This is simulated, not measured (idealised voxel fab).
process module | voxel plated lines
cross-section cut | 275 nm wide | cells 5 nm
A cross-section is a grid of square cells, given in bands from the top down. A band is one or more rows of cells.
Each band's line starts with the height of the band's top and of its bottom, in nm. Then come its materials from left to right, each with its width in nm. One material with "throughout" fills the band from edge to edge. "air" is empty space.
Height 0 is the level under which the wafer as received is all one material. The lowest band goes on downwards, as in "0 down".
A width such as "30 to 40" changes by the same amount from each row of cells to the next, from the band's top row to its bottom row.
"no change" after a step means that no cell of the cross-section changed.
closed voids: empty space of 8 cells or more with no open way to the top, each as width x height at its distance from the left edge, in nm
after a step's settings: what the simulator itself notes on the step
overlay nm, on a step with a mask: how far to the right of its planned place the mask lay; to the left if negative
plan
1 op RECEIVE | material Si
2 op CONFORMAL_DEP | material Al2O3 | thk nm 5
3 op DIRECTIONAL_DEP | material TiN | thk nm 5
4 op PATTERN | tone open | mask id LINES | material resist | width nm 30 | pitch nm 45 | thk nm 25 | overlay nm 0
5 op EPI | material Ru | thk nm 10
6 op EPI | material Ru | thk nm 10
7 op STRIP | etch materials resist
8 op DIRECTIONAL_ETCH | etch materials TiN | depth nm 5
9 op CONFORMAL_DEP | material SiO2 | thk nm 5
varied across the wafers: thk nm of step 9. The plan shows the first wafer's value. All wafers start alike
first wafer as received, after step 1
  0 down: Si throughout
  closed voids: none
first wafer at the end, after step 9
  35 to 30: air 95 | SiO2 40 | air 5 | SiO2 40 | air 95
  30 to 10: air 95 | SiO2 5 | Ru 30 | SiO2 5 | air 5 | SiO2 5 | Ru 30 | SiO2 5 | air 95
  10 to 5: SiO2 100 | TiN 30 | SiO2 15 | TiN 30 | SiO2 100
  5 to 0: Al2O3 throughout
  0 down: Si throughout
  closed voids: none
last wafer at the end
  50 to 30: air 80 | SiO2 115 | air 80
  30 to 25: air 80 | SiO2 20 | Ru 30 | SiO2 15 | Ru 30 | SiO2 20 | air 80
  25 to 10: SiO2 100 | Ru 30 | SiO2 15 | Ru 30 | SiO2 100
  10 to 5: SiO2 100 | TiN 30 | SiO2 15 | TiN 30 | SiO2 100
  5 to 0: Al2O3 throughout
  0 down: Si throughout
  closed voids: none
each wafer at the end: cells of each material gained (+) or lost (-) since it was received, then its closed voids
thk nm 5 | +55 Al2O3 | +48 Ru | +75 SiO2 | +12 TiN | closed voids: none
thk nm 10 | +55 Al2O3 | +48 Ru | +145 SiO2 | +12 TiN | closed voids: none
thk nm 15 | +55 Al2O3 | +48 Ru | +210 SiO2 | +12 TiN | closed voids: none
thk nm 20 | +55 Al2O3 | +48 Ru | +275 SiO2 | +12 TiN | closed voids: none
